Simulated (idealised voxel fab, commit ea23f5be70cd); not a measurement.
process module | voxel ribs on slabs
cross-section cut | 200 nm wide | cells 5 nm
A cross-section is a grid of square cells, given in bands from the top down. A band is one or more rows of cells.
Each band's line starts with the height of the band's top and of its bottom, in nm. Then come its materials from left to right, each with its width in nm. One material with "throughout" fills the band from edge to edge. "air" is empty space.
Height 0 is the level under which the wafer as received is all one material. The lowest band goes on downwards, as in "0 down".
A width such as "30 to 40" changes by the same amount from each row of cells to the next, from the band's top row to its bottom row.
"no change" after a step means that no cell of the cross-section changed.
closed voids: empty space of 8 cells or more with no open way to the top, each as width x height at its distance from the left edge, in nm
after a step's settings: what the simulator itself notes on the step
overlay nm, on a step with a mask: how far to the right of its planned place the mask lay; to the left if negative
plan
1 op RECEIVE | material Si
2 op DIRECTIONAL_DEP | material SiO2 | thk nm 20
3 op DIRECTIONAL_DEP | material SiN | thk nm 25
4 op PATTERN | tone cover | mask id RIB | material resist | width nm 20 | thk nm 20 | overlay nm 0
5 op DIRECTIONAL_ETCH | etch materials SiN | depth nm 5
6 op STRIP | etch materials resist
7 op PATTERN | tone cover | mask id SLAB | material resist | width nm 80 | thk nm 15 | overlay nm 0
8 op DIRECTIONAL_ETCH | etch materials SiN | depth nm 20
9 op STRIP | etch materials resist
10 op FILL_DEP | material SiO2 | thk nm 30
11 op CMP | height nm 65
12 op DIRECTIONAL_DEP | material W | thk nm 10
13 op MASKED_ETCH | tone cover | mask id HEATER | width nm 30 | etch materials W | depth nm 10 | overlay nm 0
14 op CONFORMAL_DEP | material SiO2 | thk nm 10
first wafer, as planned
as received, after step 1
  0 down: Si throughout
  closed voids: none
after step 2
  20 to 0: SiO2 throughout
  below 0: unchanged
after step 3
  45 to 20: SiN throughout
  below 20: unchanged
after step 4
  65 to 45: air 90 | resist 20 | air 90
  below 45: unchanged
after step 5
  65 to 45: air 90 | resist 20 | air 90
  45 to 40: air 90 | SiN 20 | air 90
  below 40: unchanged
after step 6
  45 to 40: air 90 | SiN 20 | air 90
  below 40: unchanged
after step 7
  60 to 45: air 60 | resist 80 | air 60
  45 to 40: air 60 | resist 30 | SiN 20 | resist 30 | air 60
  below 40: unchanged
after step 8
  60 to 45: air 60 | resist 80 | air 60
  45 to 40: air 60 | resist 30 | SiN 20 | resist 30 | air 60
  40 to 20: air 60 | SiN 80 | air 60
  below 20: unchanged
after step 9
  45 to 40: air 90 | SiN 20 | air 90
  below 40: unchanged
after step 10
  75 to 45: SiO2 throughout
  45 to 40: SiO2 90 | SiN 20 | SiO2 90
  40 to 20: SiO2 60 | SiN 80 | SiO2 60
  below 20: unchanged
after step 11
  65 to 45: SiO2 throughout
  below 45: unchanged
after step 12
  75 to 65: W throughout
  below 65: unchanged
after step 13
  75 to 65: air 85 | W 30 | air 85
  below 65: unchanged
after step 14
  85 to 75: air 75 | SiO2 50 | air 75
  75 to 65: SiO2 85 | W 30 | SiO2 85
  below 65: unchanged
second wafer: like start, like plan, one mistake. Through step 1 it matches the first wafer
when step 2 should have ended
  25 to 0: SiN throughout
  below 0: unchanged
when step 3 should have ended
  45 to 25: SiO2 throughout
  below 25: unchanged
when step 4 should have ended
  65 to 45: air 90 | resist 20 | air 90
  below 45: unchanged
when step 5 should have ended: no change
when step 6 should have ended
  45 to 25: SiO2 throughout
  below 25: unchanged
when step 7 should have ended
  60 to 45: air 60 | resist 80 | air 60
  below 45: unchanged
when step 8 should have ended: no change
when step 9 should have ended
  45 to 25: SiO2 throughout
  below 25: unchanged
when step 10 should have ended
  75 to 25: SiO2 throughout
  below 25: unchanged
when step 11 should have ended
  65 to 25: SiO2 throughout
  below 25: unchanged
when step 12 should have ended
  75 to 65: W throughout
  below 65: unchanged
when step 13 should have ended
  75 to 65: air 85 | W 30 | air 85
  below 65: unchanged
when step 14 should have ended
  85 to 75: air 75 | SiO2 50 | air 75
  75 to 65: SiO2 85 | W 30 | SiO2 85
  below 65: unchanged
what went wrong: steps 2 and 3 were swapped
at the end the second wafer has, in cells: 132 more of SiN | 132 fewer of SiO2
